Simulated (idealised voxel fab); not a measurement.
The document below concerns the process module designated voxel released beams.
Cross-sectional view cut (width: 230 nm; square cell size: 5 nm).
Cross-sections here: square-cell grids, written as top-down lists of bands, a band being one or more rows of cells. Band entry format. Leading values: height of top, height of bottom, nm. Remainder: materials in left-to-right order, each with its width in nm. Special words: "throughout" on a single material, which then fills the band edge to edge; "blank", empty space. Heights are measured from 0, the level below which the as-received wafer is all one material; the lowest band has no bottom and continues downward, written as in "0 -> down". A two-number width, for instance "30->40", indicates that the width is equal to the first number in the top row of the band and to the second number in the bottom row, and that it changes by a constant amount per row of cells. Where the words "no modifications" appear for a step, the cross-section shows no cell changed by that step; every cell remained as before. "Voids, fully enclosed": sealed empty spaces, 8 cells or more, no open way to top, listed width x height at distance, with distance from the left edge and width, height and distance in nm. Read whatever lies past the settings on a step's line as the simulator's own remark about the step. The line of a step may include "overlay nm". On a step with a mask, this value is how far to the right of its planned place the mask lay. A negative value means the mask lay to the left.
-- This section lists the process steps that were planned
| 1 | op RECEIVE | material Si |
| 2 | op CONFORMAL_DEP | material Al2O3 | thk nm 10 |
| 3 | op DIRECTIONAL_DEP | material SiO2 | thk nm 15 |
| 4 | op PATTERN | tone open | mask id ANCHOR | material resist | width nm 35 | thk nm 15 | overlay nm 0 |
| 5 | op DIRECTIONAL_ETCH | etch materials SiO2 | depth nm 15 |
| 6 | op STRIP | etch materials resist |
| 7 | op CONFORMAL_DEP | material polySi | thk nm 10 |
| 8 | op DIRECTIONAL_DEP | material aC | thk nm 10 |
| 9 | op PATTERN | tone cover | mask id BEAM | material resist | width nm 95 | thk nm 25 | overlay nm 0 |
| 10 | op DIRECTIONAL_ETCH | etch materials aC | depth nm 10 |
| 11 | op STRIP | etch materials resist |
| 12 | op DIRECTIONAL_ETCH | etch materials polySi | depth nm 10 |
| 13 | op STRIP | etch materials aC |
| 14 | op STRIP | etch materials SiO2 |
-- Step 1 complete: cross-section of the wafer as received
	0 -> down = Si throughout
	Voids, fully enclosed: none
-- First of two wafers, end-of-module section, run followed plan
	35 -> 25 = 65 blank | 15 polySi | 15 blank | 65 polySi | 70 blank
	25 -> 20 = 70 blank | 10 polySi | 15 blank | 10 polySi | 125 blank
	20 -> 10 = 70 blank | 35 polySi | 125 blank
	10 -> 0 = Al2O3 throughout
	0 -> down = Si throughout
	Voids, fully enclosed: none
-- Cross-sectional view of the second of two wafers upon completion of the module. This wafer shared its starting condition and process plan with the first; one error was made during its execution
	35 -> 25 = 65 blank | 25 polySi | 15 blank | 55 polySi | 70 blank
	25 -> 20 = 80 blank | 10 polySi | 15 blank | 10 polySi | 115 blank
	20 -> 10 = 80 blank | 35 polySi | 115 blank
	10 -> 0 = Al2O3 throughout
	0 -> down = Si throughout
	Voids, fully enclosed: none
Short version of what went wrong: so step 4 ended up running with a different setting than we planned, it ran as op PATTERN | tone open | mask id ANCHOR | material resist | width nm 35 | thk nm 15 | overlay nm 10
When the process is done, the second wafer contains the same cell count of every material as the first wafer, but distributed over other locations.
